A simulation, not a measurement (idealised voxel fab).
Title: Process Module voxel self aligned vias
The width of the displayed cross-section, cut, is 220 nm; its cells are square, with a size of 5 nm.
Square cells in a grid make up a cross-section in this document, and the grid is given as bands, listed from the top down, each one or more rows of cells.
Heights first: top, then bottom, in nm. Then materials, left to right, each with a width in nm. "throughout" on a single material: fills the band edge to edge. "empty": empty space.
Beneath 0, the wafer as received is one material, and that level is where height counting begins. The lowest band goes on downward without a bottom; it is written like "z 0 and below".
Read "30 to 40" as a graded width: first number on top, second number at the bottom, same change between each pair of neighbouring rows.
Step note "same as before" = no cross-section cell changed.
Voids, enclosed: empty space of 8 cells or more with no open way to the top, each as width x height at its distance from the left edge, in nm
It should be noted that, on the line of a given step, the content following the step's settings is a remark produced by the simulator itself with respect to that step.
"overlay nm" on a masked step: distance the mask lay right of its planned place, negative for left.

PROCESS STEPS (PLANNED)
1: RECEIVE, material Si
2: CONFORMAL_DEP, material SiO2, thk nm 10
3: CONFORMAL_DEP, material SiCN, thk nm 5
4: DIRECTIONAL_DEP, material lowk, thk nm 20
5: PATTERN, tone open, mask id LINES, material resist, width nm 25, pitch nm 70, thk nm 20, overlay nm 0
6: DIRECTIONAL_ETCH, etch materials lowk, depth nm 20
7: STRIP, etch materials resist
8: CONFORMAL_DEP, material TiN, thk nm 5
9: FILL_DEP, material Ru, thk nm 5
10: CMP, height nm 35
11: SELECTIVE_ETCH, etch materials W Ru TiN, depth nm 10
12: FILL_DEP, material SiN, thk nm 5
13: CMP, height nm 35
14: DIRECTIONAL_DEP, material lowk, thk nm 20
15: DIRECTIONAL_DEP, material aC, thk nm 10
16: PATTERN, tone open, mask id VIAS, material resist, width nm 45, pitch nm 70, thk nm 25, overlay nm 0
17: DIRECTIONAL_ETCH, etch materials aC, depth nm 10
18: STRIP, etch materials resist
19: DIRECTIONAL_ETCH, etch materials lowk, depth nm 20
20: DIRECTIONAL_ETCH, etch materials SiN, depth nm 10
21: STRIP, etch materials aC
22: CONFORMAL_DEP, material TiN, thk nm 5
23: FILL_DEP, material Ru, thk nm 10
24: CMP, height nm 55
25: CONFORMAL_DEP, material SiCN, thk nm 5

WAFER AS RECEIVED: CROSS-SECTION FOLLOWING STEP 1
    z 0 and below: Si throughout
    Voids, enclosed: none

STARTING WAFER: ABOVE. PLAN: ABOVE. RUN: ONE MISTAKE. CROSS-SECTION AFTER THE MODULE: BELOW
    z 60 to 55: SiCN throughout
    z 55 to 40: lowk 50, TiN 5, Ru 35, TiN 5, lowk 25, TiN 5, Ru 35, TiN 5, lowk 55
    z 40 to 35: lowk 50, TiN 45, lowk 25, TiN 45, lowk 55
    z 35 to 25: SiN 50, TiN 10, lowk 25, TiN 10, SiN 25, TiN 10, lowk 25, TiN 10, SiN 55
    z 25 to 20: Ru 55, TiN 5, lowk 25, TiN 5, Ru 35, TiN 5, lowk 25, TiN 5, Ru 60
    z 20 to 15: TiN 60, lowk 25, TiN 45, lowk 25, TiN 65
    z 15 to 10: SiCN throughout
    z 10 to 0: SiO2 throughout
    z 0 and below: Si throughout
    Voids, enclosed: none
Against the plan, the run slipped here: it should be noted that step 5 was executed with settings other than those planned, the operation and settings actually applied being PATTERN, tone cover, mask id LINES, material resist, width nm 25, pitch nm 70, thk nm 20, overlay nm 0
